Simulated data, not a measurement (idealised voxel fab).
voxel quadruple lines: a process module
Section cut is 290 nm wide and gridded with 5 nm square cells.
Cross-section layout: square cells on a grid; listed as bands, top to bottom; a band spans one or more cell rows. The band entry comprises the height of the band's top followed by the height of its bottom, expressed in nm, and subsequently the band's materials from left to right, each stated together with its width in nm. Where a single material is marked with the word "edge to edge", that material fills the band from edge to edge. The word "empty" represents empty space. For the purposes of this specification, 0 denotes the height below which the wafer in its as-received condition is composed wholly of one material, and the lowermost band, lacking a lower limit, extends downward without end, as expressed in "top 0, no bottom". Read "30->40" as a graded width: first number on top, second number at the bottom, same change between each pair of neighbouring rows. "nothing got changed" (step): cross-section cells unchanged, all of them. Basically, "Enclosed void catalog" tells you about the enclosed voids: empty spaces with no open way to the top, 8 cells or bigger, each written width x height at distance, where distance is from the left edge, all in nm. Note: text after step settings on the step line = simulator remark on that step. overlay nm: for a step with a mask, the amount by which the mask lay right of where it was planned; a negative amount means left of it. Every pair from here on: before one process step, after it. The after cross-section reaches only to the lowest band that changed. Below the pair: the step in between and its settings. Pairs can belong to different runs of this module on the same starting wafer; a pair carries on from the pair above only if the entry headed "Before-step section" says so.
[Before-step section]
	top 40, bottom 20 | empty=105  SiN=5  empty=15  SiN=5  empty=15  SiN=5  empty=15  SiN=5  empty=120
	top 20, bottom 10 | Ru edge to edge
	top 10, bottom 0 | Al2O3 edge to edge
	top 0, no bottom | Si edge to edge
	Enclosed void catalog: none
[Post-Step Snapshot]
	top 40, bottom 20 | empty=105  SiN=5  empty=15  SiN=5  empty=15  SiN=5  empty=15  SiN=5  empty=120
	top 20, bottom 10 | empty=105  Ru=5  empty=15  Ru=5  empty=15  Ru=5  empty=15  Ru=5  empty=120
	Whatever lies below 10 is exactly as it was before.
	Enclosed void catalog: none
Going from the before section above to the after section, the step was DIRECTIONAL_ETCH (etch materials Ru; depth nm 10)
Before-step section: this step begins from the cross-section that the pair just above shows after its step.
[Post-Step Snapshot]
	top 20, bottom 10 | empty=105  Ru=5  empty=15  Ru=5  empty=15  Ru=5  empty=15  Ru=5  empty=120
	Whatever lies below 10 is exactly as it was before.
	Enclosed void catalog: none
Going from the before section above to the after section, the step was STRIP (etch materials SiN)
[Before-step section]
	top 40, bottom 20 | empty=115  polySi=15  empty=25  polySi=15  empty=120
	top 20, bottom 10 | Ru edge to edge
	top 10, bottom 0 | Al2O3 edge to edge
	top 0, no bottom | Si edge to edge
	Enclosed void catalog: none
[Post-Step Snapshot]
	top 45, bottom 40 | empty=110  Ru=25  empty=15  Ru=25  empty=115
	top 40, bottom 25 | empty=110  Ru=5  polySi=15  Ru=5  empty=15  Ru=5  polySi=15  Ru=5  empty=115
	top 25, bottom 20 | Ru=115  polySi=15  Ru=25  polySi=15  Ru=120
	Whatever lies below 20 is exactly as it was before.
	Enclosed void catalog: none
Going from the before section above to the after section, the step was CONFORMAL_DEP (material Ru; thk nm 5)
Before-step section: this step begins from the cross-section that the pair just above shows after its step.
[Post-Step Snapshot]
	top 40, bottom 35 | empty=115  polySi=15  empty=25  polySi=15  empty=120
	top 35, bottom 20 | empty=110  Ru=5  polySi=15  Ru=5  empty=15  Ru=5  polySi=15  Ru=5  empty=115
	top 20, bottom 15 | empty=110  Ru=25  empty=15  Ru=25  empty=115
	Whatever lies below 15 is exactly as it was before.
	Enclosed void catalog: none
Going from the before section above to the after section, the step was DIRECTIONAL_ETCH (etch materials Ru; depth nm 10)
[Before-step section]
	top 60, bottom 40 | aC edge to edge
	top 40, bottom 20 | polySi edge to edge
	top 20, bottom 10 | Ru edge to edge
	top 10, bottom 0 | Al2O3 edge to edge
	top 0, no bottom | Si edge to edge
	Enclosed void catalog: none
[Post-Step Snapshot]
	top 85, bottom 60 | resist=130  empty=25  resist=135
	Whatever lies below 60 is exactly as it was before.
	Enclosed void catalog: none
Going from the before section above to the after section, the step was PATTERN (tone open; mask id MANDREL; material resist; width nm 25; thk nm 25; overlay nm 0)
Before-step section: this step begins from the cross-section that the pair just above shows after its step.
[Post-Step Snapshot]
	top 65, bottom 60 | resist=130  empty=25  resist=135
	top 60, bottom 40 | aC=130  empty=25  aC=135
	Whatever lies below 40 is exactly as it was before.
	Enclosed void catalog: none
Going from the before section above to the after section, the step was DIRECTIONAL_ETCH (etch materials aC; depth nm 20)
Before-step section: this step begins from the cross-section that the pair just above shows after its step.
[Post-Step Snapshot]
	top 60, bottom 40 | aC=130  empty=25  aC=135
	Whatever lies below 40 is exactly as it was before.
	Enclosed void catalog: none
Going from the before section above to the after section, the step was STRIP (etch materials resist)
Before-step section: this step begins from the cross-section that the pair just above shows after its step.
[Post-Step Snapshot]
	top 75, bottom 60 | SiO2 edge to edge
	top 60, bottom 40 | aC=130  SiO2=25  aC=135
	Whatever lies below 40 is exactly as it was before.
	Enclosed void catalog: none
Going from the before section above to the after section, the step was CONFORMAL_DEP (material SiO2; thk nm 15)
Before-step section: this step begins from the cross-section that the pair just above shows after its step.
[Post-Step Snapshot]
	top 60, bottom 40 | aC=130  SiO2=25  aC=135
	Whatever lies below 40 is exactly as it was before.
	Enclosed void catalog: none
Going from the before section above to the after section, the step was DIRECTIONAL_ETCH (etch materials SiO2; depth nm 15)
Before-step section: this step begins from the cross-section that the pair just above shows after its step.
[Post-Step Snapshot]
	top 60, bottom 40 | empty=130  SiO2=25  empty=135
	Whatever lies below 40 is exactly as it was before.
	Enclosed void catalog: none
Going from the before section above to the after section, the step was STRIP (etch materials aC)
Before-step section: this step begins from the cross-section that the pair just above shows after its step.
[Post-Step Snapshot]
	top 60, bottom 40 | empty=130  SiO2=25  empty=135
	top 40, bottom 20 | empty=130  polySi=25  empty=135
	Whatever lies below 20 is exactly as it was before.
	Enclosed void catalog: none
Going from the before section above to the after section, the step was DIRECTIONAL_ETCH (etch materials polySi; depth nm 20)
Before-step section: this step begins from the cross-section that the pair just above shows after its step.
[Post-Step Snapshot]
	top 40, bottom 20 | empty=130  polySi=25  empty=135
	Whatever lies below 20 is exactly as it was before.
	Enclosed void catalog: none
Going from the before section above to the after section, the step was STRIP (etch materials SiO2)
Before-step section: this step begins from the cross-section that the pair just above shows after its step.
[Post-Step Snapshot]
	top 45, bottom 40 | empty=125  SiN=35  empty=130
	top 40, bottom 25 | empty=125  SiN=5  polySi=25  SiN=5  empty=130
	top 25, bottom 20 | SiN=130  polySi=25  SiN=135
	Whatever lies below 20 is exactly as it was before.
	Enclosed void catalog: none
Going from the before section above to the after section, the step was CONFORMAL_DEP (material SiN; thk nm 5)
Before-step section: this step begins from the cross-section that the pair just above shows after its step.
[Post-Step Snapshot]
	top 40, bottom 20 | empty=125  SiN=5  polySi=25  SiN=5  empty=130
	Whatever lies below 20 is exactly as it was before.
	Enclosed void catalog: none
Going from the before section above to the after section, the step was DIRECTIONAL_ETCH (etch materials SiN; depth nm 5)
Before-step section: this step begins from the cross-section that the pair just above shows after its step.
[Post-Step Snapshot]
	top 40, bottom 20 | empty=125  SiN=5  empty=25  SiN=5  empty=130
	Whatever lies below 20 is exactly as it was before.
	Enclosed void catalog: none
Going from the before section above to the after section, the step was STRIP (etch materials polySi)
Before-step section: this step begins from the cross-section that the pair just above shows after its step.
[Post-Step Snapshot]
	top 40, bottom 20 | empty=125  SiN=5  empty=25  SiN=5  empty=130
	top 20, bottom 10 | empty=125  Ru=5  empty=25  Ru=5  empty=130
	Whatever lies below 10 is exactly as it was before.
	Enclosed void catalog: none
Going from the before section above to the after section, the step was DIRECTIONAL_ETCH (etch materials Ru; depth nm 10)
Before-step section: this step begins from the cross-section that the pair just above shows after its step.
[Post-Step Snapshot]
	top 20, bottom 10 | empty=125  Ru=5  empty=25  Ru=5  empty=130
	Whatever lies below 10 is exactly as it was before.
	Enclosed void catalog: none
Going from the before section above to the after section, the step was STRIP (etch materials SiN)
